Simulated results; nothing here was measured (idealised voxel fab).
Name of the process module below: voxel ribs on slabs
Section cut is 270 nm wide and gridded with 5 nm square cells.
A cross-section in this document is a grid of square cells, and it is written down as bands, the top band listed before the ones below it; a band is made up of one or more rows of cells.
It is stipulated that each band's entry specify, in nanometres, the height of the top of the band and then that of its bottom, followed by the materials of the band in left-to-right sequence, each together with its width in nanometres. A single material marked by the word "throughout" is understood to fill the band from edge to edge; the word "air" is understood to denote empty space.
The level at which height equals 0 is the one under which the wafer, as it arrives, is entirely one material. No lower edge exists for the bottom band, which continues downward and is notated as in "z 0 and below".
Top row gets the first number, bottom row gets the second, and each row in between changes by the same step: that is how a band width like "30 to 40" works.
Key: "nothing changed" - step with no changed cell in the cross-section.
In the "Sealed internal cavities" entry, you get each enclosed empty space of 8 cells or more, one with no open way to the top, written width x height at distance, distance from the left edge, in nm.
On each step's line, the part that comes after the settings is the simulator's own comment on the step.
The setting "overlay nm" may be written on the line of a step. When the step uses a mask, the value reports how far to the right of the planned place the mask lay, and a negative value reports that it lay to the left.

SO HERE'S THE LINEUP OF PROCESS STEPS WE PLANNED
1 RECEIVE | material Si
2 DIRECTIONAL_DEP | material SiO2 | thk nm 25
3 DIRECTIONAL_DEP | material SiN | thk nm 20
4 PATTERN | tone cover | mask id RIB | material resist | width nm 30 | thk nm 15 | overlay nm 0
5 DIRECTIONAL_ETCH | etch materials SiN | depth nm 15
6 STRIP | etch materials resist
7 MASKED_ETCH | tone cover | mask id SLAB | width nm 80 | etch materials SiN | depth nm 5 | overlay nm 0
8 FILL_DEP | material SiO2 | thk nm 25
9 CMP | height nm 65
10 DIRECTIONAL_DEP | material TiN | thk nm 5
11 DIRECTIONAL_DEP | material aC | thk nm 15
12 PATTERN | tone cover | mask id HEATER | material resist | width nm 40 | thk nm 35 | overlay nm 0
13 DIRECTIONAL_ETCH | etch materials aC | depth nm 15
14 STRIP | etch materials resist
15 DIRECTIONAL_ETCH | etch materials TiN | depth nm 5
16 STRIP | etch materials aC
17 CONFORMAL_DEP | material SiO2 | thk nm 10

HERE'S WHAT THE WAFER LOOKED LIKE IN CROSS-SECTION WHEN IT ARRIVED - THAT'S AFTER STEP 1
	z 0 and below = Si throughout
	Sealed internal cavities: none

THE CROSS-SECTION SHOWN CORRESPONDS TO THE WAFER AT THE CONCLUSION OF THE MODULE. THE INITIAL STRUCTURE AND THE PROCESS PLAN ARE THOSE PRESENTED ABOVE; HOWEVER, ONE MISTAKE OCCURRED IN EXECUTING THE PLAN
	z 80 to 75 = 105 of air  60 of SiO2  105 of air
	z 75 to 70 = SiO2 throughout
	z 70 to 65 = 115 of SiO2  40 of TiN  115 of SiO2
	z 65 to 20 = SiO2 throughout
	z 20 to 0 = SiN throughout
	z 0 and below = Si throughout
	Sealed internal cavities: none
Deviation noted in wafer processing: steps 2 and 3 swapped
